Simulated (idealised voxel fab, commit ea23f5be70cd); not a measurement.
process module | voxel ribs on slabs
cross-section cut | 280 nm wide | cells 5 nm
A cross-section is a grid of square cells, given in bands from the top down. A band is one or more rows of cells.
Each band's line starts with the height of the band's top and of its bottom, in nm. Then come its materials from left to right, each with its width in nm. One material with "throughout" fills the band from edge to edge. "air" is empty space.
Height 0 is the level under which the wafer as received is all one material. The lowest band goes on downwards, as in "0 down".
A width such as "30 to 40" changes by the same amount from each row of cells to the next, from the band's top row to its bottom row.
"no change" after a step means that no cell of the cross-section changed.
closed voids: empty space of 8 cells or more with no open way to the top, each as width x height at its distance from the left edge, in nm
after a step's settings: what the simulator itself notes on the step
overlay nm, on a step with a mask: how far to the right of its planned place the mask lay; to the left if negative
plan
1 op RECEIVE | material Si
2 op DIRECTIONAL_DEP | material SiO2 | thk nm 25
3 op DIRECTIONAL_DEP | material polySi | thk nm 15
4 op DIRECTIONAL_DEP | material aC | thk nm 10
5 op PATTERN | tone cover | mask id RIB | material resist | width nm 15 | thk nm 30 | overlay nm 0
6 op DIRECTIONAL_ETCH | etch materials aC | depth nm 10
7 op STRIP | etch materials resist
8 op DIRECTIONAL_ETCH | etch materials polySi | depth nm 5
9 op STRIP | etch materials aC
10 op MASKED_ETCH | tone cover | mask id SLAB | width nm 45 | etch materials polySi | depth nm 5 | overlay nm 0
11 op FILL_DEP | material SiO2 | thk nm 15
12 op CMP | height nm 50
13 op DIRECTIONAL_DEP | material TiN | thk nm 5
14 op MASKED_ETCH | tone cover | mask id HEATER | width nm 25 | etch materials TiN | depth nm 5 | overlay nm 0
15 op CONFORMAL_DEP | material SiO2 | thk nm 10
varied across the wafers: depth nm of step 8. The plan shows the first wafer's value. All wafers start alike
first wafer as received, after step 1
  0 down: Si throughout
  closed voids: none
each wafer at the end: cells of each material gained (+) or lost (-) since it was received, then its closed voids
depth nm 5 | +608 SiO2 | +5 TiN | +68 polySi | closed voids: none
depth nm 10 | +661 SiO2 | +5 TiN | +15 polySi | closed voids: none
depth nm 15 | +667 SiO2 | +5 TiN | +9 polySi | closed voids: none
depth nm 20 | +667 SiO2 | +5 TiN | +9 polySi | closed voids: none
depth nm 25 | +667 SiO2 | +5 TiN | +9 polySi | closed voids: none
